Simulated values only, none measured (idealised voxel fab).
process module | voxel wiring stack
cross-section cut | 165 nm wide | cells 5 nm
A cross-section is a grid of square cells, given in bands from the top down. A band is one or more rows of cells.
Each band's line starts with the height of the band's top and of its bottom, in nm. Then come its materials from left to right, each with its width in nm. One material with "throughout" fills the band from edge to edge. "air" is empty space.
Height 0 is the level under which the wafer as received is all one material. The lowest band goes on downwards, as in "0 down".
A width such as "30 to 40" changes by the same amount from each row of cells to the next, from the band's top row to its bottom row.
"no change" after a step means that no cell of the cross-section changed.
closed voids: empty space of 8 cells or more with no open way to the top, each as width x height at its distance from the left edge, in nm
after a step's settings: what the simulator itself notes on the step
overlay nm, on a step with a mask: how far to the right of its planned place the mask lay; to the left if negative
plan
1 op RECEIVE | material Si
2 op CONFORMAL_DEP | material SiO2 | thk nm 10
3 op CONFORMAL_DEP | material SiCN | thk nm 5
4 op DIRECTIONAL_DEP | material lowk | thk nm 25
5 op PATTERN | tone open | mask id METAL_1 | material resist | width nm 20 | pitch nm 45 | thk nm 20 | overlay nm 0
6 op DIRECTIONAL_ETCH | etch materials lowk | depth nm 25
7 op DIRECTIONAL_ETCH | etch materials SiCN | depth nm 5
8 op STRIP | etch materials resist
9 op CONFORMAL_DEP | material TiN | thk nm 5
10 op FILL_DEP | material Ru | thk nm 5
11 op CMP | height nm 40
12 op EPI | material Ru | thk nm 5
13 op FILL_DEP | material SiCN | thk nm 5
14 op DIRECTIONAL_DEP | material SiO2 | thk nm 35
15 op MASKED_ETCH | tone open | mask id METAL_2_HOLES | width nm 15 | pitch nm 45 | etch materials SiO2 | depth nm 35 | overlay nm 0
16 op MASKED_ETCH | tone open | mask id METAL_2 | width nm 20 | pitch nm 45 | etch materials SiO2 | depth nm 20 | overlay nm 0
17 op MASKED_ETCH | tone open | mask id METAL_2 | width nm 20 | pitch nm 45 | etch materials SiCN | depth nm 5 | overlay nm 0
18 op CONFORMAL_DEP | material TiN | thk nm 5
19 op FILL_DEP | material Cu | thk nm 10
20 op CMP | height nm 85
21 op CONFORMAL_DEP | material SiN | thk nm 5
as received, after step 1
  0 down: Si throughout
  closed voids: none
first wafer at the end, as planned
  90 to 85: SiN throughout
  85 to 70: SiO2 50 | TiN 5 | Cu 10 | TiN 5 | SiO2 25 | TiN 5 | Cu 10 | TiN 5 | SiO2 50
  70 to 65: SiO2 50 | TiN 5 | Cu 5 | TiN 10 | SiO2 25 | TiN 5 | Cu 5 | TiN 10 | SiO2 50
  65 to 50: SiO2 50 | TiN 5 | Cu 5 | TiN 5 | SiO2 30 | TiN 5 | Cu 5 | TiN 5 | SiO2 55
  50 to 45: SiCN 50 | TiN 15 | SiCN 30 | TiN 15 | SiCN 55
  45 to 40: SiCN 45 | Ru 30 | SiCN 15 | Ru 30 | SiCN 45
  40 to 15: lowk 50 | TiN 5 | Ru 10 | TiN 5 | lowk 25 | TiN 5 | Ru 10 | TiN 5 | lowk 50
  15 to 10: SiCN 50 | TiN 20 | SiCN 25 | TiN 20 | SiCN 50
  10 to 0: SiO2 throughout
  0 down: Si throughout
  closed voids: none
second wafer at the end: like start, like plan, one mistake
  90 to 85: SiN throughout
  85 to 70: SiO2 50 | TiN 5 | Cu 10 | TiN 5 | SiO2 25 | TiN 5 | Cu 10 | TiN 5 | SiO2 50
  70 to 65: SiO2 50 | TiN 5 | Cu 5 | TiN 10 | SiO2 25 | TiN 5 | Cu 5 | TiN 10 | SiO2 50
  65 to 50: SiO2 50 | TiN 5 | Cu 5 | TiN 5 | SiO2 30 | TiN 5 | Cu 5 | TiN 5 | SiO2 55
  50 to 45: SiCN 50 | TiN 15 | SiCN 30 | TiN 15 | SiCN 55
  45 to 40: SiCN 45 | Ru 30 | SiCN 15 | Ru 30 | SiCN 45
  40 to 20: lowk 50 | TiN 5 | Ru 10 | TiN 5 | lowk 25 | TiN 5 | Ru 10 | TiN 5 | lowk 50
  20 to 15: lowk 50 | TiN 20 | lowk 25 | TiN 20 | lowk 50
  15 to 5: SiO2 throughout
  5 to 0: SiCN throughout
  0 down: Si throughout
  closed voids: none
what went wrong: steps 2 and 3 were swapped
at the end the second wafer has, in cells: 4 fewer of Ru | 8 more of SiCN | 4 fewer of TiN
